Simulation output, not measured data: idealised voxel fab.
A process module follows: voxel self aligned contacts.
For reference, the cross-section in this document is cut, with width 205 nm and square cells of 5 nm.
Throughout this document, each cross-section is represented as a grid of square cells and is presented as a sequence of bands enumerated from the top downward, where a band comprises one or more rows of cells. Read a band's entry like this: the first values are the height of its top and the height of its bottom in nm, and what follows is the sequence of materials from left to right, each with its width in nm. Note that "air" is empty space, and that a single material marked "edge to edge" reaches across the band from edge to edge. Height is counted from the level 0, under which the received wafer is composed throughout of one material. The lowest of the bands is not closed at the bottom but continues downward, in the notation "top 0, no bottom". Think of "30..40" as a width that walks from the first number to the second as you go down the band, top row to bottom row, taking equal-sized steps from row to row. No cell of the cross-section changed in a step that is given as "no change occurred". Each empty space that has no open way to the top and spans at least 8 cells appears under "Closed void register" as width x height at distance, the distance counted from the left edge, all in nm. Heads up: the bit after the settings on a step's line is the simulator's remark on that step. For masked steps, "overlay nm" on the step line gives how far right of plan the mask actually lay; a minus sign means it lay to the left.

**Steps planned for the process**
step 1: RECEIVE with material Si
step 2: CONFORMAL_DEP with material SiO2, thk nm 5
step 3: DIRECTIONAL_DEP with material polySi, thk nm 20
step 4: DIRECTIONAL_DEP with material SiN, thk nm 15
step 5: MASKED_ETCH with tone cover, mask id GATE, width nm 30, pitch nm 65, etch materials SiN, depth nm 15, overlay nm 0
step 6: MASKED_ETCH with tone cover, mask id GATE, width nm 20, pitch nm 65, etch materials polySi, depth nm 20, overlay nm 0
step 7: CONFORMAL_DEP with material SiN, thk nm 5
step 8: DIRECTIONAL_ETCH with etch materials SiN, depth nm 5
step 9: FILL_DEP with material SiO2, thk nm 20
step 10: CMP with height nm 50
step 11: DIRECTIONAL_DEP with material aC, thk nm 10
step 12: PATTERN with tone open, mask id CONTACT, material resist, width nm 45, thk nm 25, overlay nm 0
step 13: DIRECTIONAL_ETCH with etch materials aC, depth nm 10
step 14: STRIP with etch materials resist
step 15: DIRECTIONAL_ETCH with etch materials SiO2, depth nm 50
step 16: STRIP with etch materials aC
step 17: CONFORMAL_DEP with material TiN, thk nm 5
step 18: FILL_DEP with material W, thk nm 10
step 19: CMP with height nm 50
step 20: CONFORMAL_DEP with material SiN, thk nm 5
The wafers in this document start out alike and differ in the width nm applied at step 6; the plan shows the value used for the first wafer.

**Cut through the first of several wafers as received, post step 1**
- top 0, no bottom: Si edge to edge
- Closed void register: none

**first wafer at the end, after step 20**
- top 55, bottom 50: SiN edge to edge
- top 50, bottom 40: SiO2 80; TiN 5..15; W 35..15; TiN 5..15; SiO2 80
- top 40, bottom 25: SiO2 50; SiN 40; TiN 5; W 15; TiN 5; SiN 40; SiO2 50
- top 25, bottom 5: SiO2 50; SiN 5; polySi 30; SiN 5; TiN 5; W 15; TiN 5; SiN 5; polySi 30; SiN 5; SiO2 50
- top 5, bottom 0: SiO2 90; TiN 25; SiO2 90
- top 0, no bottom: Si edge to edge
- Closed void register: none

**Final wafer of several, shown in cross-section at the end of the module**
- top 55, bottom 50: SiN edge to edge
- top 50, bottom 40: SiO2 80; TiN 5..15; W 35..15; TiN 5..15; SiO2 80
- top 40, bottom 30: SiO2 50; SiN 40; TiN 5; W 15; TiN 5; SiN 40; SiO2 50
- top 30, bottom 25: SiO2 50; SiN 40; TiN 25; SiN 40; SiO2 50
- top 25, bottom 5: SiO2 45; SiN 5; polySi 45; SiN 5; TiN 10; SiN 5; polySi 45; SiN 5; SiO2 40
- top 5, bottom 0: SiO2 100; TiN 10; SiO2 95
- top 0, no bottom: Si edge to edge
- Closed void register: none

**The following table contains a row per wafer, in which are reported, at the conclusion of the module, the cells of each material gained (+) or lost (-) since the wafer's receipt, with its closed voids given thereafter**
width nm 20 | +105 SiN | +240 SiO2 | +27 TiN | +31 W | +48 polySi | Closed void register: none
width nm 25 | +105 SiN | +240 SiO2 | +27 TiN | +31 W | +48 polySi | Closed void register: none
width nm 30 | +105 SiN | +240 SiO2 | +27 TiN | +31 W | +48 polySi | Closed void register: none
width nm 35 | +105 SiN | +237 SiO2 | +27 TiN | +26 W | +56 polySi | Closed void register: none
width nm 40 | +105 SiN | +234 SiO2 | +27 TiN | +21 W | +64 polySi | Closed void register: none
width nm 45 | +105 SiN | +231 SiO2 | +27 TiN | +16 W | +72 polySi | Closed void register: none
